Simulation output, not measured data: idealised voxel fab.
Proc. module: voxel gate over fins
Xsec cut, 280 nm wide, square cell size 5 nm.
In what follows, cross-sections appear as grids of square cells, described through bands that run from the top down, where every band is one or more rows of cells. Band entry format. Leading values: height of top, height of bottom, nm. Remainder: materials in left-to-right order, each with its width in nm. Special words: "edge to edge" on a single material, which then fills the band edge to edge; "air", empty space. Counting heights begins at 0, where everything beneath is, in the wafer as received, one material. The lowest band has no bottom; it goes on downwards, as "0 and below" shows. You'd read "30->40" like this: the band's top row of cells is as wide as the first number, its bottom row is as wide as the second, and going down, every row changes width by the same amount as the row before did. "same as before" (step): cross-section cells unchanged, all of them. You'll see "Fully closed voids" listing empty spaces that have no way open to the top, as long as they're 8 cells or more; the notation is width x height at distance, where the distance is from the left edge, and all of it is in nm. That trailing text on a step's line, after the settings, is the simulator's own remark on the step. overlay nm, on a step with a mask: how far to the right of its planned place the mask lay; to the left if negative.

[Planned process steps]
1: RECEIVE | material Si
2: CONFORMAL_DEP | material SiN | thk nm 10
3: MASKED_ETCH | tone cover | mask id FINS | width nm 15 | pitch nm 55 | etch materials SiN | depth nm 10 | overlay nm 0
4: MASKED_ETCH | tone cover | mask id FINS | width nm 15 | pitch nm 55 | etch materials Si | depth nm 30 | overlay nm 0
5: OXIDIZE | depth nm 5
6: FILL_DEP | material SiO2 | thk nm 5
7: CMP | height nm 10
8: PATTERN | tone open | mask id RAIL | material resist | width nm 15 | thk nm 15 | overlay nm 0
9: DIRECTIONAL_ETCH | etch materials SiO2 | depth nm 35
10: STRIP | etch materials resist
11: CONFORMAL_DEP | material TiN | thk nm 5
12: FILL_DEP | material Ru | thk nm 10
13: CMP | height nm 10
14: SELECTIVE_ETCH | etch materials W Ru TiN | depth nm 25
15: FILL_DEP | material SiO2 | thk nm 5
16: CMP | height nm 10
17: SELECTIVE_ETCH | etch materials SiO2 | depth nm 20
18: STRIP | etch materials SiN
19: CONFORMAL_DEP | material HfO2 | thk nm 5
20: CONFORMAL_DEP | material TiN | thk nm 5
21: FILL_DEP | material W | thk nm 10
22: CMP | height nm 15
23: CONFORMAL_DEP | material SiN | thk nm 5

[The first wafer of two, processed as planned]

[Step 1 complete: cross-section of the wafer as received]
  0 and below = Si edge to edge
  Fully closed voids: none

[The wafer, seen in cross-section, after step 2]
  10 down to 0 = SiN edge to edge
  below 0: unchanged

[The wafer, seen in cross-section, after step 3]
  10 down to 0 = air 50, then SiN 15, then air 40, then SiN 15, then air 40, then SiN 15, then air 40, then SiN 15, then air 50
  below 0: unchanged

[The wafer, seen in cross-section, after step 4]
  10 down to 0 = air 50, then SiN 15, then air 40, then SiN 15, then air 40, then SiN 15, then air 40, then SiN 15, then air 50
  0 down to -30 = air 50, then Si 15, then air 40, then Si 15, then air 40, then Si 15, then air 40, then Si 15, then air 50
  below -30: unchanged

[The wafer, seen in cross-section, after step 5]
  10 down to 0 = air 50, then SiN 15, then air 40, then SiN 15, then air 40, then SiN 15, then air 40, then SiN 15, then air 50
  0 down to -30 = air 50, then SiO2 5, then Si 5, then SiO2 5, then air 40, then SiO2 5, then Si 5, then SiO2 5, then air 40, then SiO2 5, then Si 5, then SiO2 5, then air 40, then SiO2 5, then Si 5, then SiO2 5, then air 50
  -30 down to -35 = SiO2 55, then Si 5, then SiO2 50, then Si 5, then SiO2 50, then Si 5, then SiO2 50, then Si 5, then SiO2 55
  below -35: unchanged

[The wafer, seen in cross-section, after step 6]
  15 down to 10 = SiO2 edge to edge
  10 down to 0 = SiO2 50, then SiN 15, then SiO2 40, then SiN 15, then SiO2 40, then SiN 15, then SiO2 40, then SiN 15, then SiO2 50
  0 down to -35 = SiO2 55, then Si 5, then SiO2 50, then Si 5, then SiO2 50, then Si 5, then SiO2 50, then Si 5, then SiO2 55
  below -35: unchanged

[The wafer, seen in cross-section, after step 7]
  10 down to 0 = SiO2 50, then SiN 15, then SiO2 40, then SiN 15, then SiO2 40, then SiN 15, then SiO2 40, then SiN 15, then SiO2 50
  below 0: unchanged

[The wafer, seen in cross-section, after step 8]
  25 down to 10 = resist 75, then air 15, then resist 190
  below 10: unchanged

[The wafer, seen in cross-section, after step 9]
  25 down to 10 = resist 75, then air 15, then resist 190
  10 down to 0 = SiO2 50, then SiN 15, then SiO2 10, then air 15, then SiO2 15, then SiN 15, then SiO2 40, then SiN 15, then SiO2 40, then SiN 15, then SiO2 50
  0 down to -25 = SiO2 55, then Si 5, then SiO2 15, then air 15, then SiO2 20, then Si 5, then SiO2 50, then Si 5, then SiO2 50, then Si 5, then SiO2 55
  below -25: unchanged

[The wafer, seen in cross-section, after step 10]
  10 down to 0 = SiO2 50, then SiN 15, then SiO2 10, then air 15, then SiO2 15, then SiN 15, then SiO2 40, then SiN 15, then SiO2 40, then SiN 15, then SiO2 50
  below 0: unchanged

[The wafer, seen in cross-section, after step 11]
  15 down to 10 = TiN 80, then air 5, then TiN 195
  10 down to 0 = SiO2 50, then SiN 15, then SiO2 10, then TiN 5, then air 5, then TiN 5, then SiO2 15, then SiN 15, then SiO2 40, then SiN 15, then SiO2 40, then SiN 15, then SiO2 50
  0 down to -20 = SiO2 55, then Si 5, then SiO2 15, then TiN 5, then air 5, then TiN 5, then SiO2 20, then Si 5, then SiO2 50, then Si 5, then SiO2 50, then Si 5, then SiO2 55
  -20 down to -25 = SiO2 55, then Si 5, then SiO2 15, then TiN 15, then SiO2 20, then Si 5, then SiO2 50, then Si 5, then SiO2 50, then Si 5, then SiO2 55
  below -25: unchanged

[The wafer, seen in cross-section, after step 12]
  25 down to 15 = Ru edge to edge
  15 down to 10 = TiN 80, then Ru 5, then TiN 195
  10 down to 0 = SiO2 50, then SiN 15, then SiO2 10, then TiN 5, then Ru 5, then TiN 5, then SiO2 15, then SiN 15, then SiO2 40, then SiN 15, then SiO2 40, then SiN 15, then SiO2 50
  0 down to -20 = SiO2 55, then Si 5, then SiO2 15, then TiN 5, then Ru 5, then TiN 5, then SiO2 20, then Si 5, then SiO2 50, then Si 5, then SiO2 50, then Si 5, then SiO2 55
  below -20: unchanged

[The wafer, seen in cross-section, after step 13]
  10 down to 0 = SiO2 50, then SiN 15, then SiO2 10, then TiN 5, then Ru 5, then TiN 5, then SiO2 15, then SiN 15, then SiO2 40, then SiN 15, then SiO2 40, then SiN 15, then SiO2 50
  below 0: unchanged

[The wafer, seen in cross-section, after step 14]
  10 down to 0 = SiO2 50, then SiN 15, then SiO2 10, then air 15, then SiO2 15, then SiN 15, then SiO2 40, then SiN 15, then SiO2 40, then SiN 15, then SiO2 50
  0 down to -15 = SiO2 55, then Si 5, then SiO2 15, then air 15, then SiO2 20, then Si 5, then SiO2 50, then Si 5, then SiO2 50, then Si 5, then SiO2 55
  below -15: unchanged

[The wafer, seen in cross-section, after step 15]
  15 down to 10 = SiO2 edge to edge
  10 down to 0 = SiO2 50, then SiN 15, then SiO2 40, then SiN 15, then SiO2 40, then SiN 15, then SiO2 40, then SiN 15, then SiO2 50
  0 down to -15 = SiO2 55, then Si 5, then SiO2 50, then Si 5, then SiO2 50, then Si 5, then SiO2 50, then Si 5, then SiO2 55
  below -15: unchanged

[The wafer, seen in cross-section, after step 16]
  10 down to 0 = SiO2 50, then SiN 15, then SiO2 40, then SiN 15, then SiO2 40, then SiN 15, then SiO2 40, then SiN 15, then SiO2 50
  below 0: unchanged

[The wafer, seen in cross-section, after step 17]
  10 down to 0 = air 50, then SiN 15, then air 40, then SiN 15, then air 40, then SiN 15, then air 40, then SiN 15, then air 50
  0 down to -10 = air 55, then Si 5, then air 50, then Si 5, then air 50, then Si 5, then air 50, then Si 5, then air 55
  below -10: unchanged

[The wafer, seen in cross-section, after step 18]
  0 down to -10 = air 55, then Si 5, then air 50, then Si 5, then air 50, then Si 5, then air 50, then Si 5, then air 55
  below -10: unchanged

[The wafer, seen in cross-section, after step 19]
  5 down to 0 = air 50, then HfO2 15, then air 40, then HfO2 15, then air 40, then HfO2 15, then air 40, then HfO2 15, then air 50
  0 down to -5 = air 50, then HfO2 5, then Si 5, then HfO2 5, then air 40, then HfO2 5, then Si 5, then HfO2 5, then air 40, then HfO2 5, then Si 5, then HfO2 5, then air 40, then HfO2 5, then Si 5, then HfO2 5, then air 50
  -5 down to -10 = HfO2 55, then Si 5, then HfO2 50, then Si 5, then HfO2 50, then Si 5, then HfO2 50, then Si 5, then HfO2 55
  below -10: unchanged

[The wafer, seen in cross-section, after step 20]
  10 down to 5 = air 45, then TiN 25, then air 30, then TiN 25, then air 30, then TiN 25, then air 30, then TiN 25, then air 45
  5 down to 0 = air 45, then TiN 5, then HfO2 15, then TiN 5, then air 30, then TiN 5, then HfO2 15, then TiN 5, then air 30, then TiN 5, then HfO2 15, then TiN 5, then air 30, then TiN 5, then HfO2 15, then TiN 5, then air 45
  0 down to -5 = TiN 50, then HfO2 5, then Si 5, then HfO2 5, then TiN 40, then HfO2 5, then Si 5, then HfO2 5, then TiN 40, then HfO2 5, then Si 5, then HfO2 5, then TiN 40, then HfO2 5, then Si 5, then HfO2 5, then TiN 50
  below -5: unchanged

[The wafer, seen in cross-section, after step 21]
  20 down to 10 = W edge to edge
  10 down to 5 = W 45, then TiN 25, then W 30, then TiN 25, then W 30, then TiN 25, then W 30, then TiN 25, then W 45
  5 down to 0 = W 45, then TiN 5, then HfO2 15, then TiN 5, then W 30, then TiN 5, then HfO2 15, then TiN 5, then W 30, then TiN 5, then HfO2 15, then TiN 5, then W 30, then TiN 5, then HfO2 15, then TiN 5, then W 45
  below 0: unchanged

[The wafer, seen in cross-section, after step 22]
  15 down to 10 = W edge to edge
  below 10: unchanged

[The wafer, seen in cross-section, after step 23]
  20 down to 15 = SiN edge to edge
  below 15: unchanged

[Second of two: same start, same plan, one run error; steps up to and including 3 match the first]

[Second wafer, section view, time point: scheduled end of step 4]
  10 down to 0 = air 50, then SiN 15, then air 40, then SiN 15, then air 40, then SiN 15, then air 40, then SiN 15, then air 50
  0 down to -60 = air 50, then Si 15, then air 40, then Si 15, then air 40, then Si 15, then air 40, then Si 15, then air 50
  below -60: unchanged

[Second wafer, section view, time point: scheduled end of step 5]
  10 down to 0 = air 50, then SiN 15, then air 40, then SiN 15, then air 40, then SiN 15, then air 40, then SiN 15, then air 50
  0 down to -60 = air 50, then SiO2 5, then Si 5, then SiO2 5, then air 40, then SiO2 5, then Si 5, then SiO2 5, then air 40, then SiO2 5, then Si 5, then SiO2 5, then air 40, then SiO2 5, then Si 5, then SiO2 5, then air 50
  -60 down to -65 = SiO2 55, then Si 5, then SiO2 50, then Si 5, then SiO2 50, then Si 5, then SiO2 50, then Si 5, then SiO2 55
  below -65: unchanged

[Second wafer, section view, time point: scheduled end of step 6]
  15 down to 10 = SiO2 edge to edge
  10 down to 0 = SiO2 50, then SiN 15, then SiO2 40, then SiN 15, then SiO2 40, then SiN 15, then SiO2 40, then SiN 15, then SiO2 50
  0 down to -65 = SiO2 55, then Si 5, then SiO2 50, then Si 5, then SiO2 50, then Si 5, then SiO2 50, then Si 5, then SiO2 55
  below -65: unchanged

[Second wafer, section view, time point: scheduled end of step 7]
  10 down to 0 = SiO2 50, then SiN 15, then SiO2 40, then SiN 15, then SiO2 40, then SiN 15, then SiO2 40, then SiN 15, then SiO2 50
  below 0: unchanged

[Second wafer, section view, time point: scheduled end of step 8]
  25 down to 10 = resist 75, then air 15, then resist 190
  below 10: unchanged

[Second wafer, section view, time point: scheduled end of step 9]
  25 down to 10 = resist 75, then air 15, then resist 190
  10 down to 0 = SiO2 50, then SiN 15, then SiO2 10, then air 15, then SiO2 15, then SiN 15, then SiO2 40, then SiN 15, then SiO2 40, then SiN 15, then SiO2 50
  0 down to -25 = SiO2 55, then Si 5, then SiO2 15, then air 15, then SiO2 20, then Si 5, then SiO2 50, then Si 5, then SiO2 50, then Si 5, then SiO2 55
  below -25: unchanged

[Second wafer, section view, time point: scheduled end of step 10]
  10 down to 0 = SiO2 50, then SiN 15, then SiO2 10, then air 15, then SiO2 15, then SiN 15, then SiO2 40, then SiN 15, then SiO2 40, then SiN 15, then SiO2 50
  below 0: unchanged

[Second wafer, section view, time point: scheduled end of step 11]
  15 down to 10 = TiN 80, then air 5, then TiN 195
  10 down to 0 = SiO2 50, then SiN 15, then SiO2 10, then TiN 5, then air 5, then TiN 5, then SiO2 15, then SiN 15, then SiO2 40, then SiN 15, then SiO2 40, then SiN 15, then SiO2 50
  0 down to -20 = SiO2 55, then Si 5, then SiO2 15, then TiN 5, then air 5, then TiN 5, then SiO2 20, then Si 5, then SiO2 50, then Si 5, then SiO2 50, then Si 5, then SiO2 55
  -20 down to -25 = SiO2 55, then Si 5, then SiO2 15, then TiN 15, then SiO2 20, then Si 5, then SiO2 50, then Si 5, then SiO2 50, then Si 5, then SiO2 55
  below -25: unchanged

[Second wafer, section view, time point: scheduled end of step 12]
  25 down to 15 = Ru edge to edge
  15 down to 10 = TiN 80, then Ru 5, then TiN 195
  10 down to 0 = SiO2 50, then SiN 15, then SiO2 10, then TiN 5, then Ru 5, then TiN 5, then SiO2 15, then SiN 15, then SiO2 40, then SiN 15, then SiO2 40, then SiN 15, then SiO2 50
  0 down to -20 = SiO2 55, then Si 5, then SiO2 15, then TiN 5, then Ru 5, then TiN 5, then SiO2 20, then Si 5, then SiO2 50, then Si 5, then SiO2 50, then Si 5, then SiO2 55
  below -20: unchanged

[Second wafer, section view, time point: scheduled end of step 13]
  10 down to 0 = SiO2 50, then SiN 15, then SiO2 10, then TiN 5, then Ru 5, then TiN 5, then SiO2 15, then SiN 15, then SiO2 40, then SiN 15, then SiO2 40, then SiN 15, then SiO2 50
  below 0: unchanged

[Second wafer, section view, time point: scheduled end of step 14]
  10 down to 0 = SiO2 50, then SiN 15, then SiO2 10, then air 15, then SiO2 15, then SiN 15, then SiO2 40, then SiN 15, then SiO2 40, then SiN 15, then SiO2 50
  0 down to -15 = SiO2 55, then Si 5, then SiO2 15, then air 15, then SiO2 20, then Si 5, then SiO2 50, then Si 5, then SiO2 50, then Si 5, then SiO2 55
  below -15: unchanged

[Second wafer, section view, time point: scheduled end of step 15]
  15 down to 10 = SiO2 edge to edge
  10 down to 0 = SiO2 50, then SiN 15, then SiO2 40, then SiN 15, then SiO2 40, then SiN 15, then SiO2 40, then SiN 15, then SiO2 50
  0 down to -15 = SiO2 55, then Si 5, then SiO2 50, then Si 5, then SiO2 50, then Si 5, then SiO2 50, then Si 5, then SiO2 55
  below -15: unchanged

[Second wafer, section view, time point: scheduled end of step 16]
  10 down to 0 = SiO2 50, then SiN 15, then SiO2 40, then SiN 15, then SiO2 40, then SiN 15, then SiO2 40, then SiN 15, then SiO2 50
  below 0: unchanged

[Second wafer, section view, time point: scheduled end of step 17]
  10 down to 0 = air 50, then SiN 15, then air 40, then SiN 15, then air 40, then SiN 15, then air 40, then SiN 15, then air 50
  0 down to -10 = air 55, then Si 5, then air 50, then Si 5, then air 50, then Si 5, then air 50, then Si 5, then air 55
  below -10: unchanged

[Second wafer, section view, time point: scheduled end of step 18]
  0 down to -10 = air 55, then Si 5, then air 50, then Si 5, then air 50, then Si 5, then air 50, then Si 5, then air 55
  below -10: unchanged

[Second wafer, section view, time point: scheduled end of step 19]
  5 down to 0 = air 50, then HfO2 15, then air 40, then HfO2 15, then air 40, then HfO2 15, then air 40, then HfO2 15, then air 50
  0 down to -5 = air 50, then HfO2 5, then Si 5, then HfO2 5, then air 40, then HfO2 5, then Si 5, then HfO2 5, then air 40, then HfO2 5, then Si 5, then HfO2 5, then air 40, then HfO2 5, then Si 5, then HfO2 5, then air 50
  -5 down to -10 = HfO2 55, then Si 5, then HfO2 50, then Si 5, then HfO2 50, then Si 5, then HfO2 50, then Si 5, then HfO2 55
  below -10: unchanged

[Second wafer, section view, time point: scheduled end of step 20]
  10 down to 5 = air 45, then TiN 25, then air 30, then TiN 25, then air 30, then TiN 25, then air 30, then TiN 25, then air 45
  5 down to 0 = air 45, then TiN 5, then HfO2 15, then TiN 5, then air 30, then TiN 5, then HfO2 15, then TiN 5, then air 30, then TiN 5, then HfO2 15, then TiN 5, then air 30, then TiN 5, then HfO2 15, then TiN 5, then air 45
  0 down to -5 = TiN 50, then HfO2 5, then Si 5, then HfO2 5, then TiN 40, then HfO2 5, then Si 5, then HfO2 5, then TiN 40, then HfO2 5, then Si 5, then HfO2 5, then TiN 40, then HfO2 5, then Si 5, then HfO2 5, then TiN 50
  below -5: unchanged

[Second wafer, section view, time point: scheduled end of step 21]
  20 down to 10 = W edge to edge
  10 down to 5 = W 45, then TiN 25, then W 30, then TiN 25, then W 30, then TiN 25, then W 30, then TiN 25, then W 45
  5 down to 0 = W 45, then TiN 5, then HfO2 15, then TiN 5, then W 30, then TiN 5, then HfO2 15, then TiN 5, then W 30, then TiN 5, then HfO2 15, then TiN 5, then W 30, then TiN 5, then HfO2 15, then TiN 5, then W 45
  below 0: unchanged

[Second wafer, section view, time point: scheduled end of step 22]
  15 down to 10 = W edge to edge
  below 10: unchanged

[Second wafer, section view, time point: scheduled end of step 23]
  20 down to 15 = SiN edge to edge
  below 15: unchanged
Which mistake was made when the wafer was run? regarding the plan, step 4 was run twice
Wafer comparison, final, in cells, second relative to first, materials more or fewer: Si: 312 fewer; SiO2: 312 more
